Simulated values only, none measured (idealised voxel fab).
process module | voxel ribs on slabs
255 nm wide, 5 nm square cells: that's cross-section cut.
Cross-section layout: square cells on a grid; listed as bands, top to bottom; a band spans one or more cell rows.
Within each band entry, the heights of the top and of the bottom of the band appear first, in that order and in nm; the materials of the band then follow from left to right, each with its corresponding width in nm. The designation "throughout" on a single material indicates that it fills the band from edge to edge; the designation "air" indicates empty space.
Heights are measured from 0, the level below which the as-received wafer is all one material; the lowest band has no bottom and continues downward, written as in "0 and below".
You'd read "30 to 40" like this: the band's top row of cells is as wide as the first number, its bottom row is as wide as the second, and going down, every row changes width by the same amount as the row before did.
Where the words "stayed the same" appear for a step, the cross-section shows no cell changed by that step; every cell remained as before.
Each empty space that has no open way to the top and spans at least 8 cells appears under "Closed internal voids" as width x height at distance, the distance counted from the left edge, all in nm.
Step line, after settings: the simulator's comment on this step.
overlay nm: how far to the right of its planned place the mask lay on this masked step (negative: to the left).

### Listed below are the process steps as planned
1: RECEIVE (material Si)
2: DIRECTIONAL_DEP (material SiO2; thk nm 25)
3: DIRECTIONAL_DEP (material polySi; thk nm 25)
4: MASKED_ETCH (tone cover; mask id RIB; width nm 20; etch materials polySi; depth nm 5; overlay nm 0)
5: DIRECTIONAL_DEP (material aC; thk nm 15)
6: PATTERN (tone cover; mask id SLAB; material resist; width nm 70; thk nm 30; overlay nm 0)
7: DIRECTIONAL_ETCH (etch materials aC; depth nm 15)
8: STRIP (etch materials resist)
9: DIRECTIONAL_ETCH (etch materials polySi; depth nm 20)
10: STRIP (etch materials aC)
11: FILL_DEP (material SiO2; thk nm 15)
12: CMP (height nm 60)
13: DIRECTIONAL_DEP (material TiN; thk nm 5)
14: MASKED_ETCH (tone cover; mask id HEATER; width nm 30; etch materials TiN; depth nm 5; overlay nm 0)
15: CONFORMAL_DEP (material SiO2; thk nm 10)

### As received (post step 1): cross-section
> 0 and below | Si throughout
> Closed internal voids: none

### First of two wafers at the end of the module, shown in cross-section; run carried out as planned
> 75 down to 70 | air 100 nm | SiO2 50 nm | air 105 nm
> 70 down to 65 | SiO2 throughout
> 65 down to 60 | SiO2 110 nm | TiN 30 nm | SiO2 115 nm
> 60 down to 50 | SiO2 throughout
> 50 down to 45 | SiO2 115 nm | polySi 20 nm | SiO2 120 nm
> 45 down to 25 | SiO2 90 nm | polySi 70 nm | SiO2 95 nm
> 25 down to 0 | SiO2 throughout
> 0 and below | Si throughout
> Closed internal voids: none

### Here's the second of our two wafers sectioned at module end. Same start as the first, same plan, but one mistake got made running it
> 75 down to 70 | air 100 nm | aC 50 nm | air 105 nm
> 70 down to 65 | aC throughout
> 65 down to 60 | aC 110 nm | TiN 30 nm | aC 115 nm
> 60 down to 50 | SiO2 throughout
> 50 down to 45 | SiO2 115 nm | polySi 20 nm | SiO2 120 nm
> 45 down to 25 | SiO2 90 nm | polySi 70 nm | SiO2 95 nm
> 25 down to 0 | SiO2 throughout
> 0 and below | Si throughout
> Closed internal voids: none
The mistake made against the process plan was this: the process deviated at step 15: the operation and settings actually run there were CONFORMAL_DEP (material aC; thk nm 10)
Final tally in cells, some materials are higher or lower on the second wafer than on the first: -106 SiO2 | +106 aC
